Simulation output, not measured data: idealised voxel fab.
The name of this process module is voxel self aligned contacts.
We display cut, a cross-section 300 nm in width whose square cells are each 5 nm.
A cross-section is a grid of square cells, given in bands from the top down. A band is one or more rows of cells. Within each band entry, the heights of the top and of the bottom of the band appear first, in that order and in nm; the materials of the band then follow from left to right, each with its corresponding width in nm. The designation "edge to edge" on a single material indicates that it fills the band from edge to edge; the designation "blank" indicates empty space. All heights in this document are referenced to 0, defined as the level beneath which the wafer, as received, consists entirely of one material. The lowest band is not bounded below; it extends indefinitely downward and is written in the form "0 down". Width: "30->40" (first number = top row, second number = bottom row, same change from row to row of cells). No cell of the cross-section changed in a step that is given as "all unchanged". Under "Fully enclosed voids" you'll find the enclosed gaps, the ones with no way out to the top, that are 8 cells or bigger; each reads width x height at distance, with distance counted from the left edge, everything in nm. Text after the settings on a step's line: the simulator's own remark on that step. "overlay nm", when on a step's line for a step with a mask, measures how far to the right of its planned place the mask lay; a negative measure means to the left.

Intended process steps:
1,RECEIVE [material Si]
2,CONFORMAL_DEP [material SiO2] [thk nm 5]
3,DIRECTIONAL_DEP [material polySi] [thk nm 25]
4,DIRECTIONAL_DEP [material SiN] [thk nm 20]
5,DIRECTIONAL_DEP [material aC] [thk nm 10]
6,PATTERN [tone cover] [mask id GATE] [material resist] [width nm 25] [pitch nm 55] [thk nm 30] [overlay nm 0]
7,DIRECTIONAL_ETCH [etch materials aC] [depth nm 10]
8,STRIP [etch materials resist]
9,DIRECTIONAL_ETCH [etch materials SiN] [depth nm 20]
10,DIRECTIONAL_ETCH [etch materials polySi] [depth nm 25]
11,STRIP [etch materials aC]
12,CONFORMAL_DEP [material SiN] [thk nm 5]
13,DIRECTIONAL_ETCH [etch materials SiN] [depth nm 5]
14,FILL_DEP [material SiO2] [thk nm 10]
15,CMP [height nm 55]
16,MASKED_ETCH [tone open] [mask id CONTACT] [width nm 40] [pitch nm 55] [etch materials SiO2] [depth nm 55] [overlay nm 0]
17,CONFORMAL_DEP [material TiN] [thk nm 5]
18,FILL_DEP [material W] [thk nm 5]
19,CMP [height nm 55]
20,CONFORMAL_DEP [material SiCN] [thk nm 5]

The cross-section here shows the wafer as received, i.e. in its state after step 1:
* 0 down | Si edge to edge
* Fully enclosed voids: none

Cross-sectional image of the first of two wafers at the end of the module, the run having proceeded as planned:
* 60 to 55 | SiCN edge to edge
* 55 to 50 | 100 of SiO2; 15 of TiN; 10 of W; 15 of TiN; 15 of SiO2; 15 of TiN; 10 of W; 15 of TiN; 105 of SiO2
* 50 to 30 | 75 of SiO2; 35 of SiN; 5 of TiN; 10 of W; 5 of TiN; 35 of SiN; 5 of TiN; 10 of W; 5 of TiN; 35 of SiN; 80 of SiO2
* 30 to 5 | 75 of SiO2; 5 of SiN; 25 of polySi; 5 of SiN; 5 of TiN; 10 of W; 5 of TiN; 5 of SiN; 25 of polySi; 5 of SiN; 5 of TiN; 10 of W; 5 of TiN; 5 of SiN; 25 of polySi; 5 of SiN; 80 of SiO2
* 5 to 0 | 110 of SiO2; 20 of TiN; 35 of SiO2; 20 of TiN; 115 of SiO2
* 0 down | Si edge to edge
* Fully enclosed voids: none

Second wafer at the end: like start, like plan, one mistake:
* 60 to 55 | SiCN edge to edge
* 55 to 50 | 100 of SiO2; 25 of TiN; 10 of W; 5 of TiN; 15 of SiO2; 25 of TiN; 10 of W; 5 of TiN; 105 of SiO2
* 50 to 30 | 85 of SiO2; 35 of SiN; 5 of TiN; 10 of W; 5 of TiN; 35 of SiN; 5 of TiN; 10 of W; 5 of TiN; 35 of SiN; 70 of SiO2
* 30 to 5 | 85 of SiO2; 5 of SiN; 25 of polySi; 5 of SiN; 5 of TiN; 10 of W; 5 of TiN; 5 of SiN; 25 of polySi; 5 of SiN; 5 of TiN; 10 of W; 5 of TiN; 5 of SiN; 25 of polySi; 5 of SiN; 70 of SiO2
* 5 to 0 | 120 of SiO2; 20 of TiN; 35 of SiO2; 20 of TiN; 105 of SiO2
* 0 down | Si edge to edge
* Fully enclosed voids: none
Heads up, the wafer didn't run the way we planned it: it should be noted that step 6 was executed with settings other than those planned, the operation and settings actually applied being PATTERN [tone cover] [mask id GATE] [material resist] [width nm 25] [pitch nm 55] [thk nm 30] [overlay nm 10]
In the final comparison it is observed that the number of cells assigned to each material is identical for the two wafers, whereas their placement is not.
